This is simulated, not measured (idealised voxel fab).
This is a process module. Its name is voxel air gaps.
FYI the section here is cut, 170 nm wide, cells are 5 nm squares.
Cross-section, as written here: a square-cell grid given band by band from the top down, where a band holds one or more rows of cells.
Basically the band line says how high the top is and how high the bottom is, in nm, and then what's in it from left to right, every material with its width in nm. Empty space shows up as "blank", and if a single material carries "full width" it runs the full band edge to edge.
Heights from 0 (as-received wafer is one material below). Bottom band endless downward, as "top 0, no bottom".
Width spec "30 to 40" -> top row of cells at first value, bottom row at second value, equal per-row change in between.
Step note "nothing different" = no cross-section cell changed.
In the "Voids lacking openings" entry, you get each enclosed empty space of 8 cells or more, one with no open way to the top, written width x height at distance, distance from the left edge, in nm.
It should be noted that, on the line of a given step, the content following the step's settings is a remark produced by the simulator itself with respect to that step.
overlay nm: right-of-plan distance of the mask on a masked step; negative values mean left-of-plan.
STEPS PLANNED FOR THE PROCESS
step 1: RECEIVE, material Si
step 2: CONFORMAL_DEP, material SiO2, thk nm 10
step 3: CONFORMAL_DEP, material SiN, thk nm 5
step 4: DIRECTIONAL_DEP, material lowk, thk nm 40
step 5: DIRECTIONAL_DEP, material aC, thk nm 10
step 6: PATTERN, tone open, mask id LINES, material resist, width nm 20, pitch nm 45, thk nm 25, overlay nm 0
step 7: DIRECTIONAL_ETCH, etch materials aC, depth nm 10
step 8: STRIP, etch materials resist
step 9: DIRECTIONAL_ETCH, etch materials lowk, depth nm 40
step 10: STRIP, etch materials aC
step 11: CONFORMAL_DEP, material TiN, thk nm 5
step 12: FILL_DEP, material Ru, thk nm 10
step 13: CMP, height nm 55
step 14: EPI, material Ru, thk nm 10
step 15: SELECTIVE_ETCH, etch materials lowk, depth nm 50
step 16: CONFORMAL_DEP, material SiCN, thk nm 5
ON THE FIRST OF THE TWO WAFERS: RUN CONDUCTED ACCORDING TO PLAN
INCOMING WAFER, CROSS-SECTIONAL VIEW, POST STEP 1
	top 0, no bottom  Si full width
	Voids lacking openings: none
AFTER STEP 2
	top 10, bottom 0  SiO2 full width
	Below 0, the layers are the same as they were.
AFTER STEP 3
	top 15, bottom 10  SiN full width
	Below 10, the layers are the same as they were.
AFTER STEP 4
	top 55, bottom 15  lowk full width
	Below 15, the layers are the same as they were.
AFTER STEP 5
	top 65, bottom 55  aC full width
	Below 55, the layers are the same as they were.
AFTER STEP 6
	top 90, bottom 65  30 nm resist / 20 nm blank / 25 nm resist / 20 nm blank / 25 nm resist / 20 nm blank / 30 nm resist
	Below 65, the layers are the same as they were.
AFTER STEP 7
	top 80, bottom 65  30 nm resist / 20 nm blank / 25 nm resist / 20 nm blank / 25 nm resist / 20 nm blank / 30 nm resist
	top 65, bottom 55  30 nm aC / 20 nm blank / 25 nm aC / 20 nm blank / 25 nm aC / 20 nm blank / 30 nm aC
	Below 55, the layers are the same as they were.
AFTER STEP 8
	top 65, bottom 55  30 nm aC / 20 nm blank / 25 nm aC / 20 nm blank / 25 nm aC / 20 nm blank / 30 nm aC
	Below 55, the layers are the same as they were.
AFTER STEP 9
	top 65, bottom 55  30 nm aC / 20 nm blank / 25 nm aC / 20 nm blank / 25 nm aC / 20 nm blank / 30 nm aC
	top 55, bottom 15  30 nm lowk / 20 nm blank / 25 nm lowk / 20 nm blank / 25 nm lowk / 20 nm blank / 30 nm lowk
	Below 15, the layers are the same as they were.
AFTER STEP 10
	top 55, bottom 15  30 nm lowk / 20 nm blank / 25 nm lowk / 20 nm blank / 25 nm lowk / 20 nm blank / 30 nm lowk
	Below 15, the layers are the same as they were.
AFTER STEP 11
	top 60, bottom 55  35 nm TiN / 10 nm blank / 35 nm TiN / 10 nm blank / 35 nm TiN / 10 nm blank / 35 nm TiN
	top 55, bottom 20  30 nm lowk / 5 nm TiN / 10 nm blank / 5 nm TiN / 25 nm lowk / 5 nm TiN / 10 nm blank / 5 nm TiN / 25 nm lowk / 5 nm TiN / 10 nm blank / 5 nm TiN / 30 nm lowk
	top 20, bottom 15  30 nm lowk / 20 nm TiN / 25 nm lowk / 20 nm TiN / 25 nm lowk / 20 nm TiN / 30 nm lowk
	Below 15, the layers are the same as they were.
AFTER STEP 12
	top 70, bottom 60  Ru full width
	top 60, bottom 55  35 nm TiN / 10 nm Ru / 35 nm TiN / 10 nm Ru / 35 nm TiN / 10 nm Ru / 35 nm TiN
	top 55, bottom 20  30 nm lowk / 5 nm TiN / 10 nm Ru / 5 nm TiN / 25 nm lowk / 5 nm TiN / 10 nm Ru / 5 nm TiN / 25 nm lowk / 5 nm TiN / 10 nm Ru / 5 nm TiN / 30 nm lowk
	Below 20, the layers are the same as they were.
AFTER STEP 13
	top 55, bottom 20  30 nm lowk / 5 nm TiN / 10 nm Ru / 5 nm TiN / 25 nm lowk / 5 nm TiN / 10 nm Ru / 5 nm TiN / 25 nm lowk / 5 nm TiN / 10 nm Ru / 5 nm TiN / 30 nm lowk
	Below 20, the layers are the same as they were.
AFTER STEP 14
	top 65, bottom 55  20 nm blank / 40 nm Ru / 5 nm blank / 40 nm Ru / 5 nm blank / 40 nm Ru / 20 nm blank
	Below 55, the layers are the same as they were.
AFTER STEP 15
	top 65, bottom 55  20 nm blank / 40 nm Ru / 5 nm blank / 40 nm Ru / 5 nm blank / 40 nm Ru / 20 nm blank
	top 55, bottom 20  30 nm blank / 5 nm TiN / 10 nm Ru / 5 nm TiN / 25 nm blank / 5 nm TiN / 10 nm Ru / 5 nm TiN / 25 nm blank / 5 nm TiN / 10 nm Ru / 5 nm TiN / 30 nm blank
	top 20, bottom 15  30 nm blank / 20 nm TiN / 25 nm blank / 20 nm TiN / 25 nm blank / 20 nm TiN / 30 nm blank
	Below 15, the layers are the same as they were.
AFTER STEP 16
	top 70, bottom 65  15 nm blank / 140 nm SiCN / 15 nm blank
	top 65, bottom 55  15 nm blank / 5 nm SiCN / 40 nm Ru / 5 nm SiCN / 40 nm Ru / 5 nm SiCN / 40 nm Ru / 5 nm SiCN / 15 nm blank
	top 55, bottom 50  15 nm blank / 15 nm SiCN / 5 nm TiN / 10 nm Ru / 5 nm TiN / 25 nm SiCN / 5 nm TiN / 10 nm Ru / 5 nm TiN / 25 nm SiCN / 5 nm TiN / 10 nm Ru / 5 nm TiN / 15 nm SiCN / 15 nm blank
	top 50, bottom 20  25 nm blank / 5 nm SiCN / 5 nm TiN / 10 nm Ru / 5 nm TiN / 5 nm SiCN / 15 nm blank / 5 nm SiCN / 5 nm TiN / 10 nm Ru / 5 nm TiN / 5 nm SiCN / 15 nm blank / 5 nm SiCN / 5 nm TiN / 10 nm Ru / 5 nm TiN / 5 nm SiCN / 25 nm blank
	top 20, bottom 15  30 nm SiCN / 20 nm TiN / 25 nm SiCN / 20 nm TiN / 25 nm SiCN / 20 nm TiN / 30 nm SiCN
	Below 15, the layers are the same as they were.
	Voids lacking openings: 15 x 30 at 55; 15 x 30 at 100
THE SECOND WAFER: IDENTICAL TO THE FIRST AT THE OUTSET AND IN ITS PLANNED SEQUENCE, DIFFERING ONLY IN THAT ONE MISTAKE WAS MADE DURING PROCESSING; UP TO AND INCLUDING STEP 13, ITS PATH IS THE FIRST WAFER'S PATH
PLANNED END OF STEP 14: SECOND WAFER, CROSS-SECTION
	top 75, bottom 55  10 nm blank / 150 nm Ru / 10 nm blank
	Below 55, the layers are the same as they were.
PLANNED END OF STEP 15: SECOND WAFER, CROSS-SECTION
	top 75, bottom 55  10 nm blank / 150 nm Ru / 10 nm blank
	top 55, bottom 20  30 nm blank / 5 nm TiN / 10 nm Ru / 5 nm TiN / 25 nm lowk / 5 nm TiN / 10 nm Ru / 5 nm TiN / 25 nm lowk / 5 nm TiN / 10 nm Ru / 5 nm TiN / 30 nm blank
	top 20, bottom 15  30 nm blank / 20 nm TiN / 25 nm lowk / 20 nm TiN / 25 nm lowk / 20 nm TiN / 30 nm blank
	Below 15, the layers are the same as they were.
PLANNED END OF STEP 16: SECOND WAFER, CROSS-SECTION
	top 80, bottom 75  5 nm blank / 160 nm SiCN / 5 nm blank
	top 75, bottom 55  5 nm blank / 5 nm SiCN / 150 nm Ru / 5 nm SiCN / 5 nm blank
	top 55, bottom 50  5 nm blank / 25 nm SiCN / 5 nm TiN / 10 nm Ru / 5 nm TiN / 25 nm lowk / 5 nm TiN / 10 nm Ru / 5 nm TiN / 25 nm lowk / 5 nm TiN / 10 nm Ru / 5 nm TiN / 25 nm SiCN / 5 nm blank
	top 50, bottom 20  25 nm blank / 5 nm SiCN / 5 nm TiN / 10 nm Ru / 5 nm TiN / 25 nm lowk / 5 nm TiN / 10 nm Ru / 5 nm TiN / 25 nm lowk / 5 nm TiN / 10 nm Ru / 5 nm TiN / 5 nm SiCN / 25 nm blank
	top 20, bottom 15  30 nm SiCN / 20 nm TiN / 25 nm lowk / 20 nm TiN / 25 nm lowk / 20 nm TiN / 30 nm SiCN
	Below 15, the layers are the same as they were.
The mistake made against the process plan was this: it should be noted that step 14 of the plan was executed twice
Count the cells at the end and the second wafer has more or fewer of some materials than the first: 72 more of Ru; 36 fewer of SiCN; 80 more of lowk
End state: 2 closed voids on the first wafer, 0 on the second.
